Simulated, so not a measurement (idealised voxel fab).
A process module follows: voxel ribs on slabs.
cross-section cut | 265 nm wide | cells 5 nm
Bands, listed from the top down, are how a cross-section gets written in this document; the cross-section itself is a grid of square cells, and a band is one or more rows of them. Per band: top height and bottom height in nm, followed by the left-to-right materials and their widths in nm; "full width" marks a single material spanning edge to edge, "blank" marks empty space. It should be noted that heights are counted from 0, beneath which the wafer as supplied is of one material throughout, and that the lowest band possesses no lower boundary but continues downward, as written in "z 0 and below". A width given as "30 to 40" starts at the first number in the band's top row and ends at the second number in its bottom row, shifting by an equal amount at every step from row to row. Step note "no alterations made" = no cross-section cell changed. Empty spaces counting at least 8 cells and having no open way to the top are listed in "Sealed voids". The notation width x height at distance is used for each, the distance being from the left edge and all three values in nm. Heads up: the bit after the settings on a step's line is the simulator's remark on that step. "overlay nm", when on a step's line for a step with a mask, measures how far to the right of its planned place the mask lay; a negative measure means to the left.

Planned process steps
1,RECEIVE,material Si
2,DIRECTIONAL_DEP,material SiO2,thk nm 20
3,DIRECTIONAL_DEP,material polySi,thk nm 20
4,DIRECTIONAL_DEP,material aC,thk nm 15
5,PATTERN,tone cover,mask id RIB,material resist,width nm 20,thk nm 30,overlay nm 0
6,DIRECTIONAL_ETCH,etch materials aC,depth nm 15
7,STRIP,etch materials resist
8,DIRECTIONAL_ETCH,etch materials polySi,depth nm 10
9,STRIP,etch materials aC
10,MASKED_ETCH,tone cover,mask id SLAB,width nm 50,etch materials polySi,depth nm 10,overlay nm 0
11,FILL_DEP,material SiO2,thk nm 15
12,CMP,height nm 50
13,DIRECTIONAL_DEP,material W,thk nm 10
14,MASKED_ETCH,tone cover,mask id HEATER,width nm 30,etch materials W,depth nm 10,overlay nm 0
15,CONFORMAL_DEP,material SiN,thk nm 5

Incoming wafer in cross-section (state: after step 1)
    z 0 and below  Si full width
    Sealed voids: none

The first of two wafers, cross-sectioned at the end of the module, with the run proceeding as planned
    z 65 to 60  blank 110 | SiN 40 | blank 115
    z 60 to 55  blank 110 | SiN 5 | W 30 | SiN 5 | blank 115
    z 55 to 50  SiN 115 | W 30 | SiN 120
    z 50 to 40  SiO2 full width
    z 40 to 30  SiO2 120 | polySi 20 | SiO2 125
    z 30 to 20  SiO2 105 | polySi 50 | SiO2 110
    z 20 to 0  SiO2 full width
    z 0 and below  Si full width
    Sealed voids: none

End-of-module cross-section of the second wafer: identical starting point and process plan to the first, with one processing mistake
    z 65 to 60  blank 110 | SiN 40 | blank 115
    z 60 to 55  blank 110 | SiN 5 | W 30 | SiN 5 | blank 115
    z 55 to 50  SiN 115 | W 30 | SiN 120
    z 50 to 40  SiO2 105 | polySi 50 | SiO2 110
    z 40 to 0  SiO2 full width
    z 0 and below  Si full width
    Sealed voids: none
Deviation noted in wafer processing: step 2 of the plan was carried out twice
Looking at both finished wafers in cells, the second ends up ahead of or behind the first on some materials: SiO2: 8 more, polySi: 8 fewer
